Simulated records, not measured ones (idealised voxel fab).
You're looking at the process module voxel ribs on slabs.
Square cell edge 5 nm, section width 150 nm, ID cut.
Think of the cross-section as a grid of square cells. We describe it in bands, top to bottom, and each band covers one or more rows of those cells.
Band: top and bottom heights (nm) first, top before bottom; then materials from left to right, widths in nm. "edge to edge" marks a sole material filling the band edge to edge. "blank" denotes empty space.
Height is counted from the level 0, under which the received wafer is composed throughout of one material. The lowest of the bands is not closed at the bottom but continues downward, in the notation "0 and below".
Quick explanation for "30 to 40": the width changes in equal steps down the rows of cells, from the first number in the band's top row to the second number in its bottom row.
When a step is marked "remained unchanged", none of the cells in the cross-section changed during that step.
Listed in "Voids, enclosed": every empty space of 8 or more cells without an open way to the top. Form: width x height at distance, the distance being from the left edge, all in nm.
Post-settings text on a step line: simulator's own remark regarding the step.
The "overlay nm" setting may appear on a step's line; for a step that uses a mask, it gives how far to the right of its planned position the mask lay, and a negative value indicates the left.
[Steps planned for the process]
| 1 | op RECEIVE | material Si |
| 2 | op DIRECTIONAL_DEP | material SiO2 | thk nm 20 |
| 3 | op DIRECTIONAL_DEP | material polySi | thk nm 25 |
| 4 | op MASKED_ETCH | tone cover | mask id RIB | width nm 20 | etch materials polySi | depth nm 15 | overlay nm 0 |
| 5 | op DIRECTIONAL_DEP | material aC | thk nm 15 |
| 6 | op PATTERN | tone cover | mask id SLAB | material resist | width nm 50 | thk nm 30 | overlay nm 0 |
| 7 | op DIRECTIONAL_ETCH | etch materials aC | depth nm 15 |
| 8 | op STRIP | etch materials resist |
| 9 | op DIRECTIONAL_ETCH | etch materials polySi | depth nm 10 |
| 10 | op STRIP | etch materials aC |
| 11 | op FILL_DEP | material SiO2 | thk nm 15 |
| 12 | op CMP | height nm 55 |
| 13 | op DIRECTIONAL_DEP | material W | thk nm 5 |
| 14 | op DIRECTIONAL_DEP | material aC | thk nm 15 |
| 15 | op PATTERN | tone cover | mask id HEATER | material resist | width nm 30 | thk nm 30 | overlay nm 0 |
| 16 | op DIRECTIONAL_ETCH | etch materials aC | depth nm 15 |
| 17 | op STRIP | etch materials resist |
| 18 | op DIRECTIONAL_ETCH | etch materials W | depth nm 5 |
| 19 | op STRIP | etch materials aC |
| 20 | op CONFORMAL_DEP | material SiO2 | thk nm 10 |
[This is the cross-section of the wafer as we received it, i.e. after step 1]
- 0 and below | Si edge to edge
- Voids, enclosed: none
[Cross-section, first of two wafers, end of module, run as planned]
- 70 down to 65 | blank: 50, then SiO2: 50, then blank: 50
- 65 down to 60 | SiO2 edge to edge
- 60 down to 55 | SiO2: 60, then W: 30, then SiO2: 60
- 55 down to 45 | SiO2 edge to edge
- 45 down to 30 | SiO2: 65, then polySi: 20, then SiO2: 65
- 30 down to 20 | SiO2: 50, then polySi: 50, then SiO2: 50
- 20 down to 0 | SiO2 edge to edge
- 0 and below | Si edge to edge
- Voids, enclosed: none
[Same start, same plan as the first wafer - but one mistake in the run. Cross-section of the second of the two at the end of the module]
- 70 down to 65 | blank: 50, then SiO2: 50, then blank: 50
- 65 down to 60 | SiO2 edge to edge
- 60 down to 55 | SiO2: 60, then W: 30, then SiO2: 60
- 55 down to 45 | SiO2 edge to edge
- 45 down to 30 | SiO2: 60, then polySi: 30, then SiO2: 60
- 30 down to 20 | SiO2: 50, then polySi: 50, then SiO2: 50
- 20 down to 0 | SiO2 edge to edge
- 0 and below | Si edge to edge
- Voids, enclosed: none
Here's what went sideways: the process deviated at step 4: the operation and settings actually run there were op MASKED_ETCH | tone cover | mask id RIB | width nm 30 | etch materials polySi | depth nm 15 | overlay nm 0
Counted in cells at the end, the second wafer holds more or fewer of these materials than the first: SiO2: 6 fewer | polySi: 6 more
